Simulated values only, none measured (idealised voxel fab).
Process module heading - voxel lift off
Section cut is 190 nm wide and gridded with 5 nm square cells.
Each cross-section below is a grid of square cells, stated as bands in top-down order, with one or more rows of cells making up each band.
Quick guide to a band line: top height, bottom height (nm) up front; then every material left to right with its width in nm. Only one material and it's marked "throughout"? Then it fills the band edge to edge. And "air" just means empty space.
Height is counted from the level 0, under which the received wafer is composed throughout of one material. The lowest of the bands is not closed at the bottom but continues downward, in the notation "top 0, no bottom".
You'd read "30..40" like this: the band's top row of cells is as wide as the first number, its bottom row is as wide as the second, and going down, every row changes width by the same amount as the row before did.
No cell of the cross-section changed in a step that is given as "identical to before".
So "Enclosed internal voids" is basically the list of trapped voids: any empty space of 8 cells or more that can't reach the top through an opening. They're written width x height at distance, the distance being from the left edge, and it's all nm.
Whatever follows a step's settings on its line is a remark the simulator itself makes about that step.
A step line may carry the setting "overlay nm", which, for steps involving a mask, states the distance by which the mask lay to the right of its intended position; negative values denote displacement to the left.

## Listed below are the process steps as planned
step 1: op RECEIVE | material Si
step 2: op CONFORMAL_DEP | material SiN | thk nm 15
step 3: op PATTERN | tone open | mask id LINES | material resist | width nm 30 | pitch nm 50 | thk nm 30 | overlay nm 0
step 4: op DIRECTIONAL_DEP | material Ru | thk nm 15
step 5: op STRIP | etch materials resist
step 6: op CONFORMAL_DEP | material SiO2 | thk nm 5

## Incoming wafer, cross-sectional view, post step 1
    top 0, no bottom  Si throughout
    Enclosed internal voids: none

## The module was run from the start shown above using the plan shown above, but one mistake was made doing it; the resulting wafer cross-section is below
    top 35, bottom 30  air=30 / SiO2=40 / air=10 / SiO2=40 / air=10 / SiO2=40 / air=20
    top 30, bottom 20  air=30 / SiO2=5 / Ru=30 / SiO2=5 / air=10 / SiO2=5 / Ru=30 / SiO2=5 / air=10 / SiO2=5 / Ru=30 / SiO2=5 / air=20
    top 20, bottom 15  SiO2=35 / Ru=30 / SiO2=20 / Ru=30 / SiO2=20 / Ru=30 / SiO2=25
    top 15, bottom 0  SiN throughout
    top 0, no bottom  Si throughout
    Enclosed internal voids: none
Diagnosis: step 3 did not happen as planned, as run it was op PATTERN | tone open | mask id LINES | material resist | width nm 30 | pitch nm 50 | thk nm 30 | overlay nm 5
